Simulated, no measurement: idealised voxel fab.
Process module under the name voxel double patterning
Section cut is 155 nm wide and gridded with 5 nm square cells.
How to read a cross-section here: the picture is a grid of square cells, written as bands going from the top down, and any band can span one or more rows of cells. Within each band entry, the heights of the top and of the bottom of the band appear first, in that order and in nm; the materials of the band then follow from left to right, each with its corresponding width in nm. The designation "all across" on a single material indicates that it fills the band from edge to edge; the designation "empty" indicates empty space. Height reference: 0 = level under which incoming wafer is all one material. Lowest band: no bottom, runs on downward, e.g. "z 0 and below". The two numbers in a width such as "30 to 40" mark its ends across the band: the first belongs to the top row of cells, the second to the bottom row, and from each row to the next the width moves by the same amount. "nothing different", as given for a step, is the statement that not any cell of the cross-section underwent a change during that step. Empty spaces without an open route to the top, at least 8 cells in extent, make up the entry "Internal closed voids"; each is given as width x height at distance, where the distance is measured from the left edge, and all are in nm. That trailing text on a step's line, after the settings, is the simulator's own remark on the step. "overlay nm" denotes, for a step that has a mask, the displacement of the mask to the right of its planned place, with negative values corresponding to the left.
**The steps planned for the process are as follows**
1 op RECEIVE | material Si
2 op CONFORMAL_DEP | material SiO2 | thk nm 10
3 op DIRECTIONAL_DEP | material TiN | thk nm 15
4 op DIRECTIONAL_DEP | material SiCN | thk nm 10
5 op DIRECTIONAL_DEP | material aC | thk nm 15
6 op PATTERN | tone open | mask id FIRST | material resist | width nm 15 | pitch nm 50 | thk nm 35 | overlay nm 0
7 op DIRECTIONAL_ETCH | etch materials aC | depth nm 15
8 op STRIP | etch materials resist
9 op DIRECTIONAL_ETCH | etch materials SiCN | depth nm 10
10 op STRIP | etch materials aC
11 op MASKED_ETCH | tone open | mask id SECOND | width nm 15 | pitch nm 50 | etch materials SiCN | depth nm 10 | overlay nm 0
12 op DIRECTIONAL_ETCH | etch materials TiN | depth nm 15
13 op STRIP | etch materials SiCN
**Cross-section of the wafer as it came to us, i.e., already through step 1**
- z 0 and below: Si all across
- Internal closed voids: none
**Figure: cross-sectional view of the wafer upon completion of the module, processed from the initial state and according to the plan depicted above, with one error introduced during execution**
- z 25 to 10: TiN (20), then empty (15), then TiN (5), then empty (15), then TiN (15), then empty (15), then TiN (5), then empty (15), then TiN (15), then empty (15), then TiN (20)
- z 10 to 0: SiO2 all across
- z 0 and below: Si all across
- Internal closed voids: none
What went wrong in running the wafer? step 11 did not use the planned setting and instead ran as op MASKED_ETCH | tone open | mask id SECOND | width nm 15 | pitch nm 50 | etch materials SiCN | depth nm 10 | overlay nm -5
